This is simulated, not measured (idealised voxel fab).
Name of the process module below: voxel self aligned contacts
290 nm wide, 5 nm square cells: that's cross-section cut.
Cross-section format: a grid of square cells, given as bands from top to bottom; each band is one or more rows of cells. Basically the band line says how high the top is and how high the bottom is, in nm, and then what's in it from left to right, every material with its width in nm. Empty space shows up as "empty", and if a single material carries "full width" it runs the full band edge to edge. For the purposes of this specification, 0 denotes the height below which the wafer in its as-received condition is composed wholly of one material, and the lowermost band, lacking a lower limit, extends downward without end, as expressed in "top 0, no bottom". You'd read "30..40" like this: the band's top row of cells is as wide as the first number, its bottom row is as wide as the second, and going down, every row changes width by the same amount as the row before did. "identical to before", as given for a step, is the statement that not any cell of the cross-section underwent a change during that step. The entry titled "Closed void list" provides the empty spaces that have no open way to the top, restricted to those of 8 cells or more. Each is presented as width x height at distance, the distance being measured from the left edge, with all three in nm. On a step's line, text after the settings is the simulator commenting on that step. On any step carrying a mask, the "overlay nm" setting, if present on the step's line, tells how far right of its planned place the mask lay; negative values point to the left.
# plan
1,RECEIVE | material Si
2,OXIDIZE | depth nm 5
3,DIRECTIONAL_DEP | material polySi | thk nm 20
4,DIRECTIONAL_DEP | material SiN | thk nm 20
5,DIRECTIONAL_DEP | material aC | thk nm 15
6,PATTERN | tone cover | mask id GATE | material resist | width nm 30 | pitch nm 70 | thk nm 30 | overlay nm 0
7,DIRECTIONAL_ETCH | etch materials aC | depth nm 15
8,STRIP | etch materials resist
9,DIRECTIONAL_ETCH | etch materials SiN | depth nm 20
10,DIRECTIONAL_ETCH | etch materials polySi | depth nm 20
11,STRIP | etch materials aC
12,CONFORMAL_DEP | material SiN | thk nm 10
13,DIRECTIONAL_ETCH | etch materials SiN | depth nm 10
14,FILL_DEP | material SiO2 | thk nm 20
15,CMP | height nm 50
16,DIRECTIONAL_DEP | material aC | thk nm 15
17,PATTERN | tone open | mask id CONTACT | material resist | width nm 50 | thk nm 30 | overlay nm 0
18,DIRECTIONAL_ETCH | etch materials aC | depth nm 15
19,STRIP | etch materials resist
20,DIRECTIONAL_ETCH | etch materials SiO2 | depth nm 55
21,STRIP | etch materials aC
22,CONFORMAL_DEP | material TiN | thk nm 5
23,FILL_DEP | material Ru | thk nm 10
24,CMP | height nm 50
25,CONFORMAL_DEP | material SiN | thk nm 5
# as received, after step 1
  top 0, no bottom = Si full width
  Closed void list: none
# The first of two wafers, cross-sectioned at the end of the module, with the run proceeding as planned
  top 55, bottom 50 = SiN full width
  top 50, bottom 40 = SiO2 120 nm; TiN 5..20 nm; Ru 40..10 nm; TiN 5..20 nm; SiO2 120 nm
  top 40, bottom 20 = SiO2 85 nm; SiN 50 nm; TiN 5 nm; Ru 10 nm; TiN 5 nm; SiN 50 nm; SiO2 85 nm
  top 20, bottom 0 = SiO2 85 nm; SiN 10 nm; polySi 30 nm; SiN 10 nm; TiN 5 nm; Ru 10 nm; TiN 5 nm; SiN 10 nm; polySi 30 nm; SiN 10 nm; SiO2 85 nm
  top 0, bottom -5 = SiO2 135 nm; TiN 20 nm; SiO2 135 nm
  top -5, no bottom = Si full width
  Closed void list: none
# Module end: cross-section of wafer two of two. Same start and process plan as the first wafer. One mistake during execution
  top 55, bottom 50 = SiN full width
  top 50, bottom 40 = SiO2 120 nm; polySi 5..20 nm; Ru 40..10 nm; polySi 5..20 nm; SiO2 120 nm
  top 40, bottom 20 = SiO2 85 nm; SiN 50 nm; polySi 5 nm; Ru 10 nm; polySi 5 nm; SiN 50 nm; SiO2 85 nm
  top 20, bottom 0 = SiO2 85 nm; SiN 10 nm; polySi 30 nm; SiN 10 nm; polySi 5 nm; Ru 10 nm; polySi 5 nm; SiN 10 nm; polySi 30 nm; SiN 10 nm; SiO2 85 nm
  top 0, bottom -5 = SiO2 135 nm; polySi 20 nm; SiO2 135 nm
  top -5, no bottom = Si full width
  Closed void list: none
Processing error: for step 22, the planned setting was not used; the step was instead run as CONFORMAL_DEP | material polySi | thk nm 5
Final tally in cells, some materials are higher or lower on the second wafer than on the first: -30 TiN, +30 polySi
